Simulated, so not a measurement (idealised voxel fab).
process module | voxel capacitor over wiring
cross-section cut | 275 nm wide | cells 5 nm
A cross-section is a grid of square cells, given in bands from the top down. A band is one or more rows of cells.
Each band's line starts with the height of the band's top and of its bottom, in nm. Then come its materials from left to right, each with its width in nm. One material with "throughout" fills the band from edge to edge. "air" is empty space.
Height 0 is the level under which the wafer as received is all one material. The lowest band goes on downwards, as in "0 down".
A width such as "30 to 40" changes by the same amount from each row of cells to the next, from the band's top row to its bottom row.
"no change" after a step means that no cell of the cross-section changed.
closed voids: empty space of 8 cells or more with no open way to the top, each as width x height at its distance from the left edge, in nm
after a step's settings: what the simulator itself notes on the step
overlay nm, on a step with a mask: how far to the right of its planned place the mask lay; to the left if negative
plan
1 op RECEIVE | material Si
2 op CONFORMAL_DEP | material SiO2 | thk nm 10
3 op DIRECTIONAL_DEP | material TiN | thk nm 5
4 op DIRECTIONAL_DEP | material Ru | thk nm 15
5 op DIRECTIONAL_DEP | material aC | thk nm 10
6 op PATTERN | tone cover | mask id METAL_1 | material resist | width nm 25 | pitch nm 85 | thk nm 30 | overlay nm 0
7 op DIRECTIONAL_ETCH | etch materials aC | depth nm 10
8 op STRIP | etch materials resist
9 op DIRECTIONAL_ETCH | etch materials Ru | depth nm 15
10 op DIRECTIONAL_ETCH | etch materials TiN | depth nm 5
11 op STRIP | etch materials aC
12 op CONFORMAL_DEP | material SiN | thk nm 5
13 op FILL_DEP | material lowk | thk nm 5
14 op CMP | height nm 30
15 op CONFORMAL_DEP | material SiCN | thk nm 5
16 op DIRECTIONAL_DEP | material lowk | thk nm 20
17 op PATTERN | tone open | mask id PLUG_1 | material resist | width nm 15 | thk nm 15 | overlay nm 0
18 op DIRECTIONAL_ETCH | etch materials lowk | depth nm 20
19 op DIRECTIONAL_ETCH | etch materials SiCN | depth nm 5
20 op STRIP | etch materials resist
21 op EPI | material Ru | thk nm 10
22 op EPI | material Ru | thk nm 10
23 op EPI | material Ru | thk nm 5
24 op DIRECTIONAL_DEP | material TiN | thk nm 5
25 op DIRECTIONAL_DEP | material Al2O3 | thk nm 5
26 op DIRECTIONAL_DEP | material TiN | thk nm 5
27 op PATTERN | tone cover | mask id UPPER_PLATE | material resist | width nm 65 | thk nm 20 | overlay nm 0
28 op DIRECTIONAL_ETCH | etch materials TiN | depth nm 5
29 op DIRECTIONAL_ETCH | etch materials Al2O3 | depth nm 5
30 op STRIP | etch materials resist
31 op PATTERN | tone cover | mask id LOWER_PLATE | material resist | width nm 75 | thk nm 20 | overlay nm 0
32 op DIRECTIONAL_ETCH | etch materials TiN | depth nm 5
33 op STRIP | etch materials resist
34 op FILL_DEP | material SiO2 | thk nm 20
35 op CMP | height nm 85
36 op PATTERN | tone open | mask id PLUG_2 | material resist | width nm 15 | thk nm 20 | overlay nm 0
37 op DIRECTIONAL_ETCH | etch materials SiO2 | depth nm 15
38 op STRIP | etch materials resist
39 op CONFORMAL_DEP | material TiN | thk nm 5
40 op FILL_DEP | material W | thk nm 5
41 op CMP | height nm 85
42 op CONFORMAL_DEP | material SiCN | thk nm 5
as received, after step 1
  0 down: Si throughout
  closed voids: none
a wafer at the end: this start, this plan, one mistake
  100 to 85: SiCN throughout
  85 to 75: SiO2 100 | TiN 5 | W 5 | TiN 5 | SiO2 160
  75 to 65: SiO2 100 to 90 | TiN 15 to 65 | SiO2 160 to 120
  65 to 60: SiO2 90 | Al2O3 65 | SiO2 120
  60 to 55: SiO2 85 | TiN 75 | SiO2 115
  55 to 35: lowk 90 | Ru 15 | lowk 170
  35 to 30: SiCN 90 | Ru 15 | SiCN 170
  30 to 15: lowk 75 | SiN 5 | Ru 25 | SiN 5 | lowk 50 | SiN 5 | Ru 25 | SiN 5 | lowk 80
  15 to 10: SiN 80 | TiN 25 | SiN 60 | TiN 25 | SiN 85
  10 to 0: SiO2 throughout
  0 down: Si throughout
  closed voids: none
what went wrong: step 42 ran as: op CONFORMAL_DEP | material SiCN | thk nm 15
